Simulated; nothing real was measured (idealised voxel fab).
process module | voxel self aligned vias
cross-section cut | 260 nm wide | cells 5 nm
A cross-section is a grid of square cells, given in bands from the top down. A band is one or more rows of cells.
Each band's line starts with the height of the band's top and of its bottom, in nm. Then come its materials from left to right, each with its width in nm. One material with "throughout" fills the band from edge to edge. "air" is empty space.
Height 0 is the level under which the wafer as received is all one material. The lowest band goes on downwards, as in "0 down".
A width such as "30 to 40" changes by the same amount from each row of cells to the next, from the band's top row to its bottom row.
"no change" after a step means that no cell of the cross-section changed.
closed voids: empty space of 8 cells or more with no open way to the top, each as width x height at its distance from the left edge, in nm
after a step's settings: what the simulator itself notes on the step
overlay nm, on a step with a mask: how far to the right of its planned place the mask lay; to the left if negative
plan
1 op RECEIVE | material Si
2 op CONFORMAL_DEP | material SiO2 | thk nm 10
3 op CONFORMAL_DEP | material SiCN | thk nm 5
4 op DIRECTIONAL_DEP | material lowk | thk nm 20
5 op DIRECTIONAL_DEP | material aC | thk nm 15
6 op PATTERN | tone open | mask id LINES | material resist | width nm 25 | pitch nm 75 | thk nm 35 | overlay nm 0
7 op DIRECTIONAL_ETCH | etch materials aC | depth nm 15
8 op STRIP | etch materials resist
9 op DIRECTIONAL_ETCH | etch materials lowk | depth nm 20
10 op STRIP | etch materials aC
11 op CONFORMAL_DEP | material TiN | thk nm 5
12 op FILL_DEP | material W | thk nm 10
13 op CMP | height nm 35
14 op SELECTIVE_ETCH | etch materials W Ru TiN | depth nm 5
15 op FILL_DEP | material SiN | thk nm 10
16 op CMP | height nm 35
17 op DIRECTIONAL_DEP | material lowk | thk nm 15
18 op MASKED_ETCH | tone open | mask id VIAS | width nm 45 | etch materials lowk | depth nm 15 | overlay nm 0
19 op MASKED_ETCH | tone open | mask id VIAS | width nm 45 | etch materials SiN | depth nm 5 | overlay nm 0
20 op CONFORMAL_DEP | material TiN | thk nm 5
21 op FILL_DEP | material Cu | thk nm 5
22 op CMP | height nm 50
23 op CONFORMAL_DEP | material SiN | thk nm 5
as received, after step 1
  0 down: Si throughout
  closed voids: none
first wafer at the end, as planned
  55 to 50: SiN throughout
  50 to 40: lowk 70 | TiN 5 | Cu 35 | TiN 5 | lowk 145
  40 to 35: lowk 70 | TiN 15 | Cu 15 | TiN 15 | lowk 145
  35 to 30: lowk 80 | TiN 25 | lowk 50 | SiN 25 | lowk 80
  30 to 20: lowk 80 | TiN 5 | W 15 | TiN 5 | lowk 50 | TiN 5 | W 15 | TiN 5 | lowk 80
  20 to 15: lowk 80 | TiN 25 | lowk 50 | TiN 25 | lowk 80
  15 to 10: SiCN throughout
  10 to 0: SiO2 throughout
  0 down: Si throughout
  closed voids: none
second wafer at the end: like start, like plan, one mistake
  55 to 50: SiN throughout
  50 to 40: lowk 70 | TiN 5 | Cu 35 | TiN 5 | lowk 145
  40 to 35: lowk 70 | TiN 45 | lowk 145
  35 to 30: SiN 70 | TiN 10 | lowk 25 | TiN 10 | SiN 40 | lowk 25 | SiN 80
  30 to 20: W 75 | TiN 5 | lowk 25 | TiN 5 | W 40 | TiN 5 | lowk 25 | TiN 5 | W 75
  20 to 15: TiN 80 | lowk 25 | TiN 50 | lowk 25 | TiN 80
  15 to 10: SiCN throughout
  10 to 0: SiO2 throughout
  0 down: Si throughout
  closed voids: none
what went wrong: step 6 ran as: op PATTERN | tone cover | mask id LINES | material resist | width nm 25 | pitch nm 75 | thk nm 35 | overlay nm 0
at the end the second wafer has, in cells: 3 fewer of Cu | 33 more of SiN | 34 more of TiN | 64 more of W | 128 fewer of lowk
